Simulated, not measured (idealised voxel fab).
The following is a process module called voxel spacer lines.
We display cut, a cross-section 175 nm in width whose square cells are each 5 nm.
In this document a cross-section is written as a grid of square cells. It is given as a series of bands, listed from the top down, and a band is one or more rows of cells. Band entry format. Leading values: height of top, height of bottom, nm. Remainder: materials in left-to-right order, each with its width in nm. Special words: "full width" on a single material, which then fills the band edge to edge; "blank", empty space. Beneath 0, the wafer as received is one material, and that level is where height counting begins. The lowest band goes on downward without a bottom; it is written like "from 0 down". The notation "30 to 40" denotes a width that varies across the rows of cells in the band, beginning at the first number in the top row, finishing at the second number in the bottom row, and changing by an identical amount from each row to the next. When a step is marked "identical to before", none of the cells in the cross-section changed during that step. Each empty space that has no open way to the top and spans at least 8 cells appears under "Closed-off voids" as width x height at distance, the distance counted from the left edge, all in nm. It should be noted that, on the line of a given step, the content following the step's settings is a remark produced by the simulator itself with respect to that step. Among the settings permitted on a step's line is "overlay nm"; applied to a step with a mask, it specifies the extent to which the mask lay to the right of its planned position, whereas a negative figure signifies a position to the left.

## Steps in the process plan
1. op RECEIVE | material Si
2. op CONFORMAL_DEP | material Al2O3 | thk nm 5
3. op DIRECTIONAL_DEP | material SiN | thk nm 10
4. op DIRECTIONAL_DEP | material polySi | thk nm 30
5. op PATTERN | tone cover | mask id MANDREL | material resist | width nm 15 | pitch nm 50 | thk nm 35 | overlay nm 0
6. op DIRECTIONAL_ETCH | etch materials polySi | depth nm 30
7. op STRIP | etch materials resist
8. op CONFORMAL_DEP | material SiO2 | thk nm 10
9. op DIRECTIONAL_ETCH | etch materials SiO2 | depth nm 10
10. op STRIP | etch materials polySi
11. op DIRECTIONAL_ETCH | etch materials SiN | depth nm 10
12. op STRIP | etch materials SiO2
13. op FILL_DEP | material SiO2 | thk nm 5
14. op CMP | height nm 15
Be aware that, although all wafers share a common starting state, the width nm at step 5 differs among them, and the plan displays the first wafer's value.

## Cross-section of the first incoming wafer of several, state after step 1
> from 0 down  Si full width
> Closed-off voids: none

## So in this table every wafer gets its own row, and what you see is where it stands at the end of the module: for each material, how many cells it picked up (+) or gave up (-) since we received it, and after that its closed voids
width nm 15 | +35 Al2O3 | +16 SiN | +54 SiO2 | Closed-off voids: none
width nm 20 | +35 Al2O3 | +16 SiN | +54 SiO2 | Closed-off voids: none
width nm 25 | +35 Al2O3 | +16 SiN | +54 SiO2 | Closed-off voids: none
width nm 30 | +35 Al2O3 | +16 SiN | +54 SiO2 | Closed-off voids: none
